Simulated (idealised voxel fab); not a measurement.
Process module, titled voxel fin reveal
Square cells of 5 nm make up the cross-section cut, whose width is 195 nm.
If you're reading a cross-section in this doc, picture square cells in a grid; it comes to you as bands, top ones listed first down to the bottom, and a band can be one or more rows of cells.
Each band's line starts with the height of the band's top and of its bottom, in nm. Then come its materials from left to right, each with its width in nm. One material with "full width" fills the band from edge to edge. "air" is empty space.
It should be noted that heights are counted from 0, beneath which the wafer as supplied is of one material throughout, and that the lowest band possesses no lower boundary but continues downward, as written in "0 and below".
You'd read "30->40" like this: the band's top row of cells is as wide as the first number, its bottom row is as wide as the second, and going down, every row changes width by the same amount as the row before did.
Key: "nothing different" - step with no changed cell in the cross-section.
The entry titled "Unvented cavities" provides the empty spaces that have no open way to the top, restricted to those of 8 cells or more. Each is presented as width x height at distance, the distance being measured from the left edge, with all three in nm.
What comes after the settings on a step's line is commentary from the simulator itself on that step.
When a step includes a mask, the "overlay nm" setting on its line states how far to the right of its planned place that mask lay, and negative values state how far to the left.

### This section lists the process steps that were planned
1) RECEIVE | material Si
2) CONFORMAL_DEP | material SiN | thk nm 10
3) DIRECTIONAL_DEP | material aC | thk nm 10
4) PATTERN | tone cover | mask id FINS | material resist | width nm 15 | pitch nm 40 | thk nm 30 | overlay nm 0
5) DIRECTIONAL_ETCH | etch materials aC | depth nm 10
6) STRIP | etch materials resist
7) DIRECTIONAL_ETCH | etch materials SiN | depth nm 10
8) DIRECTIONAL_ETCH | etch materials Si | depth nm 40
9) STRIP | etch materials aC
10) OXIDIZE | depth nm 5
11) FILL_DEP | material SiO2 | thk nm 15
12) CMP | height nm 10
13) SELECTIVE_ETCH | etch materials SiO2 | depth nm 40
14) STRIP | etch materials SiN
15) CONFORMAL_DEP | material SiO2 | thk nm 5

### first wafer, as planned

### Wafer at receipt (post step 1), cross-section
* 0 and below | Si full width
* Unvented cavities: none

### Step 2 complete: cross-section through the wafer
* 10 down to 0 | SiN full width
* For the remainder of the cross-section, below 0, there is no change.

### Step 3 complete: cross-section through the wafer
* 20 down to 10 | aC full width
* For the remainder of the cross-section, below 10, there is no change.

### Step 4 complete: cross-section through the wafer
* 50 down to 20 | air: 70  resist: 15  air: 25  resist: 15  air: 70
* For the remainder of the cross-section, below 20, there is no change.

### Step 5 complete: cross-section through the wafer
* 40 down to 20 | air: 70  resist: 15  air: 25  resist: 15  air: 70
* 20 down to 10 | air: 70  aC: 15  air: 25  aC: 15  air: 70
* For the remainder of the cross-section, below 10, there is no change.

### Step 6 complete: cross-section through the wafer
* 20 down to 10 | air: 70  aC: 15  air: 25  aC: 15  air: 70
* For the remainder of the cross-section, below 10, there is no change.

### Step 7 complete: cross-section through the wafer
* 20 down to 10 | air: 70  aC: 15  air: 25  aC: 15  air: 70
* 10 down to 0 | air: 70  SiN: 15  air: 25  SiN: 15  air: 70
* For the remainder of the cross-section, below 0, there is no change.

### Step 8 complete: cross-section through the wafer
* 20 down to 10 | air: 70  aC: 15  air: 25  aC: 15  air: 70
* 10 down to 0 | air: 70  SiN: 15  air: 25  SiN: 15  air: 70
* 0 down to -40 | air: 70  Si: 15  air: 25  Si: 15  air: 70
* For the remainder of the cross-section, below -40, there is no change.

### Step 9 complete: cross-section through the wafer
* 10 down to 0 | air: 70  SiN: 15  air: 25  SiN: 15  air: 70
* For the remainder of the cross-section, below 0, there is no change.

### Step 10 complete: cross-section through the wafer
* 10 down to 0 | air: 70  SiN: 15  air: 25  SiN: 15  air: 70
* 0 down to -40 | air: 70  SiO2: 5  Si: 5  SiO2: 5  air: 25  SiO2: 5  Si: 5  SiO2: 5  air: 70
* -40 down to -45 | SiO2: 75  Si: 5  SiO2: 35  Si: 5  SiO2: 75
* For the remainder of the cross-section, below -45, there is no change.

### Step 11 complete: cross-section through the wafer
* 25 down to 10 | SiO2 full width
* 10 down to 0 | SiO2: 70  SiN: 15  SiO2: 25  SiN: 15  SiO2: 70
* 0 down to -45 | SiO2: 75  Si: 5  SiO2: 35  Si: 5  SiO2: 75
* For the remainder of the cross-section, below -45, there is no change.

### Step 12 complete: cross-section through the wafer
* 10 down to 0 | SiO2: 70  SiN: 15  SiO2: 25  SiN: 15  SiO2: 70
* For the remainder of the cross-section, below 0, there is no change.

### Step 13 complete: cross-section through the wafer
* 10 down to 0 | air: 70  SiN: 15  air: 25  SiN: 15  air: 70
* 0 down to -30 | air: 75  Si: 5  air: 35  Si: 5  air: 75
* For the remainder of the cross-section, below -30, there is no change.

### Step 14 complete: cross-section through the wafer
* 0 down to -30 | air: 75  Si: 5  air: 35  Si: 5  air: 75
* For the remainder of the cross-section, below -30, there is no change.

### Step 15 complete: cross-section through the wafer
* 5 down to 0 | air: 70  SiO2: 15  air: 25  SiO2: 15  air: 70
* 0 down to -25 | air: 70  SiO2: 5  Si: 5  SiO2: 5  air: 25  SiO2: 5  Si: 5  SiO2: 5  air: 70
* -25 down to -45 | SiO2: 75  Si: 5  SiO2: 35  Si: 5  SiO2: 75
* For the remainder of the cross-section, below -45, there is no change.

### Second wafer, same starting state and plan as the first, one mistake in the run, identical through step 12

### Second wafer at the planned finish of step 13, seen in cross-section
* 10 down to 0 | SiO2: 70  air: 15  SiO2: 25  air: 15  SiO2: 70
* For the remainder of the cross-section, below 0, there is no change.

### Second wafer at the planned finish of step 14, seen in cross-section
* 0 down to -30 | air: 75  Si: 5  air: 35  Si: 5  air: 75
* -30 down to -40 | SiO2: 30  air: 45  Si: 5  air: 35  Si: 5  air: 45  SiO2: 30
* For the remainder of the cross-section, below -40, there is no change.

### Second wafer at the planned finish of step 15, seen in cross-section
* 5 down to 0 | air: 70  SiO2: 15  air: 25  SiO2: 15  air: 70
* 0 down to -25 | air: 70  SiO2: 5  Si: 5  SiO2: 5  air: 25  SiO2: 5  Si: 5  SiO2: 5  air: 70
* -25 down to -35 | SiO2: 35  air: 35  SiO2: 5  Si: 5  SiO2: 5  air: 25  SiO2: 5  Si: 5  SiO2: 5  air: 35  SiO2: 35
* -35 down to -45 | SiO2: 75  Si: 5  SiO2: 35  Si: 5  SiO2: 75
* For the remainder of the cross-section, below -45, there is no change.
In executing the process, a mistake was made relative to the plan: steps 13 and 14: order swapped relative to plan
Wrapping up, a cell-based count of both wafers puts the second over or under the first for these materials: SiO2: 38 fewer
